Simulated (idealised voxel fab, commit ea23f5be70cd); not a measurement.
process module | voxel self aligned vias
cross-section cut | 200 nm wide | cells 5 nm
A cross-section is a grid of square cells, given in bands from the top down. A band is one or more rows of cells.
Each band's line starts with the height of the band's top and of its bottom, in nm. Then come its materials from left to right, each with its width in nm. One material with "throughout" fills the band from edge to edge. "air" is empty space.
Height 0 is the level under which the wafer as received is all one material. The lowest band goes on downwards, as in "0 down".
A width such as "30 to 40" changes by the same amount from each row of cells to the next, from the band's top row to its bottom row.
"no change" after a step means that no cell of the cross-section changed.
closed voids: empty space of 8 cells or more with no open way to the top, each as width x height at its distance from the left edge, in nm
after a step's settings: what the simulator itself notes on the step
overlay nm, on a step with a mask: how far to the right of its planned place the mask lay; to the left if negative
plan
1 op RECEIVE | material Si
2 op CONFORMAL_DEP | material SiO2 | thk nm 15
3 op CONFORMAL_DEP | material SiCN | thk nm 5
4 op DIRECTIONAL_DEP | material lowk | thk nm 20
5 op PATTERN | tone open | mask id LINES | material resist | width nm 20 | pitch nm 45 | thk nm 20 | overlay nm 0
6 op DIRECTIONAL_ETCH | etch materials lowk | depth nm 20
7 op STRIP | etch materials resist
8 op CONFORMAL_DEP | material TiN | thk nm 5
9 op FILL_DEP | material Ru | thk nm 10
10 op CMP | height nm 40
11 op SELECTIVE_ETCH | etch materials W Ru TiN | depth nm 10
12 op FILL_DEP | material SiN | thk nm 10
13 op CMP | height nm 40
14 op DIRECTIONAL_DEP | material lowk | thk nm 15
15 op MASKED_ETCH | tone open | mask id VIAS | width nm 30 | pitch nm 90 | etch materials lowk | depth nm 15 | overlay nm 0
16 op MASKED_ETCH | tone open | mask id VIAS | width nm 30 | pitch nm 90 | etch materials SiN | depth nm 10 | overlay nm 0
17 op CONFORMAL_DEP | material TiN | thk nm 5
18 op FILL_DEP | material Ru | thk nm 5
19 op CMP | height nm 55
20 op CONFORMAL_DEP | material SiN | thk nm 5
as received, after step 1
  0 down: Si throughout
  closed voids: none
a wafer at the end: this start, this plan, one mistake
  60 to 55: SiN throughout
  55 to 45: lowk 40 | TiN 5 | Ru 20 | TiN 5 | lowk 60 | TiN 5 | Ru 20 | TiN 5 | lowk 40
  45 to 40: lowk 40 | TiN 10 | Ru 10 | TiN 10 | lowk 60 | TiN 10 | Ru 10 | TiN 10 | lowk 40
  40 to 35: lowk 45 | TiN 20 | lowk 25 | SiN 20 | lowk 25 | TiN 20 | lowk 45
  35 to 30: SiCN throughout
  30 to 0: SiO2 throughout
  0 down: Si throughout
  closed voids: none
what went wrong: step 2 was run twice
